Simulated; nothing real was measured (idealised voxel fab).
process module | voxel self aligned vias
cross-section cut | 295 nm wide | cells 5 nm
A cross-section is a grid of square cells, given in bands from the top down. A band is one or more rows of cells.
Each band's line starts with the height of the band's top and of its bottom, in nm. Then come its materials from left to right, each with its width in nm. One material with "throughout" fills the band from edge to edge. "air" is empty space.
Height 0 is the level under which the wafer as received is all one material. The lowest band goes on downwards, as in "0 down".
A width such as "30 to 40" changes by the same amount from each row of cells to the next, from the band's top row to its bottom row.
"no change" after a step means that no cell of the cross-section changed.
closed voids: empty space of 8 cells or more with no open way to the top, each as width x height at its distance from the left edge, in nm
after a step's settings: what the simulator itself notes on the step
overlay nm, on a step with a mask: how far to the right of its planned place the mask lay; to the left if negative
plan
1 op RECEIVE | material Si
2 op CONFORMAL_DEP | material SiO2 | thk nm 10
3 op CONFORMAL_DEP | material SiCN | thk nm 5
4 op DIRECTIONAL_DEP | material SiO2 | thk nm 20
5 op MASKED_ETCH | tone open | mask id LINES | width nm 25 | pitch nm 55 | etch materials SiO2 | depth nm 20 | overlay nm 0
6 op CONFORMAL_DEP | material TiN | thk nm 5
7 op FILL_DEP | material Ru | thk nm 5
8 op CMP | height nm 35
9 op SELECTIVE_ETCH | etch materials W Ru TiN | depth nm 5
10 op FILL_DEP | material SiN | thk nm 10
11 op CMP | height nm 35
12 op DIRECTIONAL_DEP | material SiO2 | thk nm 15
13 op DIRECTIONAL_DEP | material aC | thk nm 15
14 op PATTERN | tone open | mask id VIAS | material resist | width nm 35 | pitch nm 55 | thk nm 35 | overlay nm 0
15 op DIRECTIONAL_ETCH | etch materials aC | depth nm 15
16 op STRIP | etch materials resist
17 op DIRECTIONAL_ETCH | etch materials SiO2 | depth nm 15
18 op DIRECTIONAL_ETCH | etch materials SiN | depth nm 5
19 op STRIP | etch materials aC
20 op CONFORMAL_DEP | material TiN | thk nm 5
21 op FILL_DEP | material Ru | thk nm 10
22 op CMP | height nm 40
23 op CONFORMAL_DEP | material SiN | thk nm 5
varied across the wafers: height nm of step 22. The plan shows the first wafer's value. All wafers start alike
first wafer as received, after step 1
  0 down: Si throughout
  closed voids: none
first wafer at the end, after step 23
  45 to 40: SiN throughout
  40 to 35: SiO2 100 | TiN 10 | Ru 15 | TiN 10 | SiO2 20 | TiN 10 | Ru 15 | TiN 10 | SiO2 105
  35 to 30: SiO2 105 | TiN 25 | SiO2 30 | TiN 25 | SiO2 110
  30 to 20: SiO2 105 | TiN 5 | Ru 15 | TiN 5 | SiO2 30 | TiN 5 | Ru 15 | TiN 5 | SiO2 110
  20 to 15: SiO2 105 | TiN 25 | SiO2 30 | TiN 25 | SiO2 110
  15 to 10: SiCN throughout
  10 to 0: SiO2 throughout
  0 down: Si throughout
  closed voids: none
last wafer at the end
  70 to 65: SiN throughout
  65 to 55: Ru throughout
  55 to 50: TiN 105 | Ru 25 | TiN 30 | Ru 25 | TiN 110
  50 to 40: SiO2 100 | TiN 5 | Ru 25 | TiN 5 | SiO2 20 | TiN 5 | Ru 25 | TiN 5 | SiO2 105
  40 to 35: SiO2 100 | TiN 10 | Ru 15 | TiN 10 | SiO2 20 | TiN 10 | Ru 15 | TiN 10 | SiO2 105
  35 to 30: SiO2 105 | TiN 25 | SiO2 30 | TiN 25 | SiO2 110
  30 to 20: SiO2 105 | TiN 5 | Ru 15 | TiN 5 | SiO2 30 | TiN 5 | Ru 15 | TiN 5 | SiO2 110
  20 to 15: SiO2 105 | TiN 25 | SiO2 30 | TiN 25 | SiO2 110
  15 to 10: SiCN throughout
  10 to 0: SiO2 throughout
  0 down: Si throughout
  closed voids: none
each wafer at the end: cells of each material gained (+) or lost (-) since it was received, then its closed voids
height nm 40 | +18 Ru | +59 SiCN | +59 SiN | +359 SiO2 | +36 TiN | closed voids: none
height nm 45 | +28 Ru | +59 SiCN | +59 SiN | +404 SiO2 | +40 TiN | closed voids: none
height nm 50 | +38 Ru | +59 SiCN | +59 SiN | +449 SiO2 | +44 TiN | closed voids: none
height nm 55 | +48 Ru | +59 SiCN | +59 SiN | +449 SiO2 | +93 TiN | closed voids: none
height nm 60 | +107 Ru | +59 SiCN | +59 SiN | +449 SiO2 | +93 TiN | closed voids: none
height nm 65 | +166 Ru | +59 SiCN | +59 SiN | +449 SiO2 | +93 TiN | closed voids: none
